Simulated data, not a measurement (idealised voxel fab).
The following process module bears the name voxel gate over fins.
It is cross-section cut that appears here, measuring 205 nm in width, its square cells being 5 nm in size.
If you're reading a cross-section in this doc, picture square cells in a grid; it comes to you as bands, top ones listed first down to the bottom, and a band can be one or more rows of cells. Read a band's entry like this: the first values are the height of its top and the height of its bottom in nm, and what follows is the sequence of materials from left to right, each with its width in nm. Note that "blank" is empty space, and that a single material marked "throughout" reaches across the band from edge to edge. Below 0: as-received wafer, all one material; heights counted from there. Lowest band: no bottom, goes on down, written "0 -> down". Top row gets the first number, bottom row gets the second, and each row in between changes by the same step: that is how a band width like "30..40" works. Where a step carries "nothing was modified", the cross-section came out of it unchanged, cell for cell. Voids not open to the top, 8 cells minimum: see "Closed-off voids". Written width x height at distance; distance is from the left edge; nm. after a step's settings: what the simulator itself notes on the step. For masked steps, "overlay nm" on the step line gives how far right of plan the mask actually lay; a minus sign means it lay to the left.

### Planned process steps
| 1 | op RECEIVE | material Si |
| 2 | op CONFORMAL_DEP | material SiN | thk nm 5 |
| 3 | op MASKED_ETCH | tone cover | mask id FINS | width nm 15 | pitch nm 55 | etch materials SiN | depth nm 5 | overlay nm 0 |
| 4 | op MASKED_ETCH | tone cover | mask id FINS | width nm 15 | pitch nm 55 | etch materials Si | depth nm 35 | overlay nm 0 |
| 5 | op OXIDIZE | depth nm 5 |
| 6 | op FILL_DEP | material SiO2 | thk nm 10 |
| 7 | op CMP | height nm 5 |
| 8 | op DIRECTIONAL_DEP | material aC | thk nm 15 |
| 9 | op PATTERN | tone open | mask id RAIL | material resist | width nm 15 | thk nm 35 | overlay nm 0 |
| 10 | op DIRECTIONAL_ETCH | etch materials aC | depth nm 15 |
| 11 | op STRIP | etch materials resist |
| 12 | op DIRECTIONAL_ETCH | etch materials SiO2 | depth nm 35 |
| 13 | op STRIP | etch materials aC |
| 14 | op CONFORMAL_DEP | material TiN | thk nm 5 |
| 15 | op FILL_DEP | material Ru | thk nm 5 |
| 16 | op CMP | height nm 5 |
| 17 | op SELECTIVE_ETCH | etch materials W Ru TiN | depth nm 30 |
| 18 | op FILL_DEP | material SiO2 | thk nm 5 |
| 19 | op CMP | height nm 5 |
| 20 | op SELECTIVE_ETCH | etch materials SiO2 | depth nm 20 |
| 21 | op STRIP | etch materials SiN |
| 22 | op CONFORMAL_DEP | material HfO2 | thk nm 5 |
| 23 | op CONFORMAL_DEP | material TiN | thk nm 5 |
| 24 | op FILL_DEP | material W | thk nm 15 |
| 25 | op CMP | height nm 20 |
| 26 | op CONFORMAL_DEP | material SiCN | thk nm 5 |

### What follows covers the first of two wafers; it ran as planned

### So this is the incoming wafer in cross-section - it's already been through step 1
- 0 -> down = Si throughout
- Closed-off voids: none

### Step 2 complete: cross-section through the wafer
- 5 -> 0 = SiN throughout
- Unchanged below 0.

### Step 3 complete: cross-section through the wafer
- 5 -> 0 = blank (40)  SiN (15)  blank (40)  SiN (15)  blank (40)  SiN (15)  blank (40)
- Unchanged below 0.

### Step 4 complete: cross-section through the wafer
- 5 -> 0 = blank (40)  SiN (15)  blank (40)  SiN (15)  blank (40)  SiN (15)  blank (40)
- 0 -> -35 = blank (40)  Si (15)  blank (40)  Si (15)  blank (40)  Si (15)  blank (40)
- Unchanged below -35.

### Step 5 complete: cross-section through the wafer
- 5 -> 0 = blank (40)  SiN (15)  blank (40)  SiN (15)  blank (40)  SiN (15)  blank (40)
- 0 -> -35 = blank (40)  SiO2 (5)  Si (5)  SiO2 (5)  blank (40)  SiO2 (5)  Si (5)  SiO2 (5)  blank (40)  SiO2 (5)  Si (5)  SiO2 (5)  blank (40)
- -35 -> -40 = SiO2 (45)  Si (5)  SiO2 (50)  Si (5)  SiO2 (50)  Si (5)  SiO2 (45)
- Unchanged below -40.

### Step 6 complete: cross-section through the wafer
- 15 -> 5 = SiO2 throughout
- 5 -> 0 = SiO2 (40)  SiN (15)  SiO2 (40)  SiN (15)  SiO2 (40)  SiN (15)  SiO2 (40)
- 0 -> -40 = SiO2 (45)  Si (5)  SiO2 (50)  Si (5)  SiO2 (50)  Si (5)  SiO2 (45)
- Unchanged below -40.

### Step 7 complete: cross-section through the wafer
- 5 -> 0 = SiO2 (40)  SiN (15)  SiO2 (40)  SiN (15)  SiO2 (40)  SiN (15)  SiO2 (40)
- Unchanged below 0.

### Step 8 complete: cross-section through the wafer
- 20 -> 5 = aC throughout
- Unchanged below 5.

### Step 9 complete: cross-section through the wafer
- 55 -> 20 = resist (65)  blank (15)  resist (125)
- Unchanged below 20.

### Step 10 complete: cross-section through the wafer
- 40 -> 20 = resist (65)  blank (15)  resist (125)
- 20 -> 5 = aC (65)  blank (15)  aC (125)
- Unchanged below 5.

### Step 11 complete: cross-section through the wafer
- 20 -> 5 = aC (65)  blank (15)  aC (125)
- Unchanged below 5.

### Step 12 complete: cross-section through the wafer
- 20 -> 5 = aC (65)  blank (15)  aC (125)
- 5 -> 0 = SiO2 (40)  SiN (15)  SiO2 (10)  blank (15)  SiO2 (15)  SiN (15)  SiO2 (40)  SiN (15)  SiO2 (40)
- 0 -> -30 = SiO2 (45)  Si (5)  SiO2 (15)  blank (15)  SiO2 (20)  Si (5)  SiO2 (50)  Si (5)  SiO2 (45)
- Unchanged below -30.

### Step 13 complete: cross-section through the wafer
- 5 -> 0 = SiO2 (40)  SiN (15)  SiO2 (10)  blank (15)  SiO2 (15)  SiN (15)  SiO2 (40)  SiN (15)  SiO2 (40)
- Unchanged below 0.

### Step 14 complete: cross-section through the wafer
- 10 -> 5 = TiN (70)  blank (5)  TiN (130)
- 5 -> 0 = SiO2 (40)  SiN (15)  SiO2 (10)  TiN (5)  blank (5)  TiN (5)  SiO2 (15)  SiN (15)  SiO2 (40)  SiN (15)  SiO2 (40)
- 0 -> -25 = SiO2 (45)  Si (5)  SiO2 (15)  TiN (5)  blank (5)  TiN (5)  SiO2 (20)  Si (5)  SiO2 (50)  Si (5)  SiO2 (45)
- -25 -> -30 = SiO2 (45)  Si (5)  SiO2 (15)  TiN (15)  SiO2 (20)  Si (5)  SiO2 (50)  Si (5)  SiO2 (45)
- Unchanged below -30.

### Step 15 complete: cross-section through the wafer
- 15 -> 10 = Ru throughout
- 10 -> 5 = TiN (70)  Ru (5)  TiN (130)
- 5 -> 0 = SiO2 (40)  SiN (15)  SiO2 (10)  TiN (5)  Ru (5)  TiN (5)  SiO2 (15)  SiN (15)  SiO2 (40)  SiN (15)  SiO2 (40)
- 0 -> -25 = SiO2 (45)  Si (5)  SiO2 (15)  TiN (5)  Ru (5)  TiN (5)  SiO2 (20)  Si (5)  SiO2 (50)  Si (5)  SiO2 (45)
- Unchanged below -25.

### Step 16 complete: cross-section through the wafer
- 5 -> 0 = SiO2 (40)  SiN (15)  SiO2 (10)  TiN (5)  Ru (5)  TiN (5)  SiO2 (15)  SiN (15)  SiO2 (40)  SiN (15)  SiO2 (40)
- Unchanged below 0.

### Step 17 complete: cross-section through the wafer
- 5 -> 0 = SiO2 (40)  SiN (15)  SiO2 (10)  blank (15)  SiO2 (15)  SiN (15)  SiO2 (40)  SiN (15)  SiO2 (40)
- 0 -> -25 = SiO2 (45)  Si (5)  SiO2 (15)  blank (15)  SiO2 (20)  Si (5)  SiO2 (50)  Si (5)  SiO2 (45)
- Unchanged below -25.

### Step 18 complete: cross-section through the wafer
- 10 -> 5 = SiO2 throughout
- 5 -> 0 = SiO2 (40)  SiN (15)  SiO2 (40)  SiN (15)  SiO2 (40)  SiN (15)  SiO2 (40)
- 0 -> -25 = SiO2 (45)  Si (5)  SiO2 (50)  Si (5)  SiO2 (50)  Si (5)  SiO2 (45)
- Unchanged below -25.

### Step 19 complete: cross-section through the wafer
- 5 -> 0 = SiO2 (40)  SiN (15)  SiO2 (40)  SiN (15)  SiO2 (40)  SiN (15)  SiO2 (40)
- Unchanged below 0.

### Step 20 complete: cross-section through the wafer
- 5 -> 0 = blank (40)  SiN (15)  blank (40)  SiN (15)  blank (40)  SiN (15)  blank (40)
- 0 -> -15 = blank (45)  Si (5)  blank (50)  Si (5)  blank (50)  Si (5)  blank (45)
- Unchanged below -15.

### Step 21 complete: cross-section through the wafer
- 0 -> -15 = blank (45)  Si (5)  blank (50)  Si (5)  blank (50)  Si (5)  blank (45)
- Unchanged below -15.

### Step 22 complete: cross-section through the wafer
- 5 -> 0 = blank (40)  HfO2 (15)  blank (40)  HfO2 (15)  blank (40)  HfO2 (15)  blank (40)
- 0 -> -10 = blank (40)  HfO2 (5)  Si (5)  HfO2 (5)  blank (40)  HfO2 (5)  Si (5)  HfO2 (5)  blank (40)  HfO2 (5)  Si (5)  HfO2 (5)  blank (40)
- -10 -> -15 = HfO2 (45)  Si (5)  HfO2 (50)  Si (5)  HfO2 (50)  Si (5)  HfO2 (45)
- Unchanged below -15.

### Step 23 complete: cross-section through the wafer
- 10 -> 5 = blank (35)  TiN (25)  blank (30)  TiN (25)  blank (30)  TiN (25)  blank (35)
- 5 -> 0 = blank (35)  TiN (5)  HfO2 (15)  TiN (5)  blank (30)  TiN (5)  HfO2 (15)  TiN (5)  blank (30)  TiN (5)  HfO2 (15)  TiN (5)  blank (35)
- 0 -> -5 = blank (35)  TiN (5)  HfO2 (5)  Si (5)  HfO2 (5)  TiN (5)  blank (30)  TiN (5)  HfO2 (5)  Si (5)  HfO2 (5)  TiN (5)  blank (30)  TiN (5)  HfO2 (5)  Si (5)  HfO2 (5)  TiN (5)  blank (35)
- -5 -> -10 = TiN (40)  HfO2 (5)  Si (5)  HfO2 (5)  TiN (40)  HfO2 (5)  Si (5)  HfO2 (5)  TiN (40)  HfO2 (5)  Si (5)  HfO2 (5)  TiN (40)
- Unchanged below -10.

### Step 24 complete: cross-section through the wafer
- 25 -> 10 = W throughout
- 10 -> 5 = W (35)  TiN (25)  W (30)  TiN (25)  W (30)  TiN (25)  W (35)
- 5 -> 0 = W (35)  TiN (5)  HfO2 (15)  TiN (5)  W (30)  TiN (5)  HfO2 (15)  TiN (5)  W (30)  TiN (5)  HfO2 (15)  TiN (5)  W (35)
- 0 -> -5 = W (35)  TiN (5)  HfO2 (5)  Si (5)  HfO2 (5)  TiN (5)  W (30)  TiN (5)  HfO2 (5)  Si (5)  HfO2 (5)  TiN (5)  W (30)  TiN (5)  HfO2 (5)  Si (5)  HfO2 (5)  TiN (5)  W (35)
- Unchanged below -5.

### Step 25 complete: cross-section through the wafer
- 20 -> 10 = W throughout
- Unchanged below 10.

### Step 26 complete: cross-section through the wafer
- 25 -> 20 = SiCN throughout
- Unchanged below 20.

### Second wafer: same start and same plan as the first, one execution error; identical to the first through step 5

### Look at the second wafer in cross-section at the time step 6 ought to have finished
- 15 -> 5 = Ru throughout
- 5 -> 0 = Ru (40)  SiN (15)  Ru (40)  SiN (15)  Ru (40)  SiN (15)  Ru (40)
- 0 -> -35 = Ru (40)  SiO2 (5)  Si (5)  SiO2 (5)  Ru (40)  SiO2 (5)  Si (5)  SiO2 (5)  Ru (40)  SiO2 (5)  Si (5)  SiO2 (5)  Ru (40)
- Unchanged below -35.

### Look at the second wafer in cross-section at the time step 7 ought to have finished
- 5 -> 0 = Ru (40)  SiN (15)  Ru (40)  SiN (15)  Ru (40)  SiN (15)  Ru (40)
- Unchanged below 0.

### Look at the second wafer in cross-section at the time step 8 ought to have finished
- 20 -> 5 = aC throughout
- Unchanged below 5.

### Look at the second wafer in cross-section at the time step 9 ought to have finished
- 55 -> 20 = resist (65)  blank (15)  resist (125)
- Unchanged below 20.

### Look at the second wafer in cross-section at the time step 10 ought to have finished
- 40 -> 20 = resist (65)  blank (15)  resist (125)
- 20 -> 5 = aC (65)  blank (15)  aC (125)
- Unchanged below 5.

### Look at the second wafer in cross-section at the time step 11 ought to have finished
- 20 -> 5 = aC (65)  blank (15)  aC (125)
- Unchanged below 5.

Look at the second wafer in cross-section at the time step 12 ought to have finished: nothing was modified

### Look at the second wafer in cross-section at the time step 13 ought to have finished
- 5 -> 0 = Ru (40)  SiN (15)  Ru (40)  SiN (15)  Ru (40)  SiN (15)  Ru (40)
- Unchanged below 0.

### Look at the second wafer in cross-section at the time step 14 ought to have finished
- 10 -> 5 = TiN throughout
- Unchanged below 5.

### Look at the second wafer in cross-section at the time step 15 ought to have finished
- 15 -> 10 = Ru throughout
- Unchanged below 10.

### Look at the second wafer in cross-section at the time step 16 ought to have finished
- 5 -> 0 = Ru (40)  SiN (15)  Ru (40)  SiN (15)  Ru (40)  SiN (15)  Ru (40)
- Unchanged below 0.

### Look at the second wafer in cross-section at the time step 17 ought to have finished
- 5 -> 0 = blank (40)  SiN (15)  blank (40)  SiN (15)  blank (40)  SiN (15)  blank (40)
- 0 -> -25 = blank (40)  SiO2 (5)  Si (5)  SiO2 (5)  blank (40)  SiO2 (5)  Si (5)  SiO2 (5)  blank (40)  SiO2 (5)  Si (5)  SiO2 (5)  blank (40)
- Unchanged below -25.

### Look at the second wafer in cross-section at the time step 18 ought to have finished
- 10 -> 5 = SiO2 throughout
- 5 -> 0 = SiO2 (40)  SiN (15)  SiO2 (40)  SiN (15)  SiO2 (40)  SiN (15)  SiO2 (40)
- 0 -> -25 = SiO2 (45)  Si (5)  SiO2 (50)  Si (5)  SiO2 (50)  Si (5)  SiO2 (45)
- Unchanged below -25.

### Look at the second wafer in cross-section at the time step 19 ought to have finished
- 5 -> 0 = SiO2 (40)  SiN (15)  SiO2 (40)  SiN (15)  SiO2 (40)  SiN (15)  SiO2 (40)
- Unchanged below 0.

### Look at the second wafer in cross-section at the time step 20 ought to have finished
- 5 -> 0 = blank (40)  SiN (15)  blank (40)  SiN (15)  blank (40)  SiN (15)  blank (40)
- 0 -> -15 = blank (45)  Si (5)  blank (50)  Si (5)  blank (50)  Si (5)  blank (45)
- Unchanged below -15.

### Look at the second wafer in cross-section at the time step 21 ought to have finished
- 0 -> -15 = blank (45)  Si (5)  blank (50)  Si (5)  blank (50)  Si (5)  blank (45)
- Unchanged below -15.

### Look at the second wafer in cross-section at the time step 22 ought to have finished
- 5 -> 0 = blank (40)  HfO2 (15)  blank (40)  HfO2 (15)  blank (40)  HfO2 (15)  blank (40)
- 0 -> -10 = blank (40)  HfO2 (5)  Si (5)  HfO2 (5)  blank (40)  HfO2 (5)  Si (5)  HfO2 (5)  blank (40)  HfO2 (5)  Si (5)  HfO2 (5)  blank (40)
- -10 -> -15 = HfO2 (45)  Si (5)  HfO2 (50)  Si (5)  HfO2 (50)  Si (5)  HfO2 (45)
- Unchanged below -15.

### Look at the second wafer in cross-section at the time step 23 ought to have finished
- 10 -> 5 = blank (35)  TiN (25)  blank (30)  TiN (25)  blank (30)  TiN (25)  blank (35)
- 5 -> 0 = blank (35)  TiN (5)  HfO2 (15)  TiN (5)  blank (30)  TiN (5)  HfO2 (15)  TiN (5)  blank (30)  TiN (5)  HfO2 (15)  TiN (5)  blank (35)
- 0 -> -5 = blank (35)  TiN (5)  HfO2 (5)  Si (5)  HfO2 (5)  TiN (5)  blank (30)  TiN (5)  HfO2 (5)  Si (5)  HfO2 (5)  TiN (5)  blank (30)  TiN (5)  HfO2 (5)  Si (5)  HfO2 (5)  TiN (5)  blank (35)
- -5 -> -10 = TiN (40)  HfO2 (5)  Si (5)  HfO2 (5)  TiN (40)  HfO2 (5)  Si (5)  HfO2 (5)  TiN (40)  HfO2 (5)  Si (5)  HfO2 (5)  TiN (40)
- Unchanged below -10.

### Look at the second wafer in cross-section at the time step 24 ought to have finished
- 25 -> 10 = W throughout
- 10 -> 5 = W (35)  TiN (25)  W (30)  TiN (25)  W (30)  TiN (25)  W (35)
- 5 -> 0 = W (35)  TiN (5)  HfO2 (15)  TiN (5)  W (30)  TiN (5)  HfO2 (15)  TiN (5)  W (30)  TiN (5)  HfO2 (15)  TiN (5)  W (35)
- 0 -> -5 = W (35)  TiN (5)  HfO2 (5)  Si (5)  HfO2 (5)  TiN (5)  W (30)  TiN (5)  HfO2 (5)  Si (5)  HfO2 (5)  TiN (5)  W (30)  TiN (5)  HfO2 (5)  Si (5)  HfO2 (5)  TiN (5)  W (35)
- Unchanged below -5.

### Look at the second wafer in cross-section at the time step 25 ought to have finished
- 20 -> 10 = W throughout
- Unchanged below 10.

### Look at the second wafer in cross-section at the time step 26 ought to have finished
- 25 -> 20 = SiCN throughout
- Unchanged below 20.
Finding, execution versus plan: heads up, step 6 didn't go per plan, it actually ran as op FILL_DEP | material Ru | thk nm 10
Counted in cells at the end, the second wafer holds more or fewer of these materials than the first: Ru +64; SiO2 -61; TiN -3
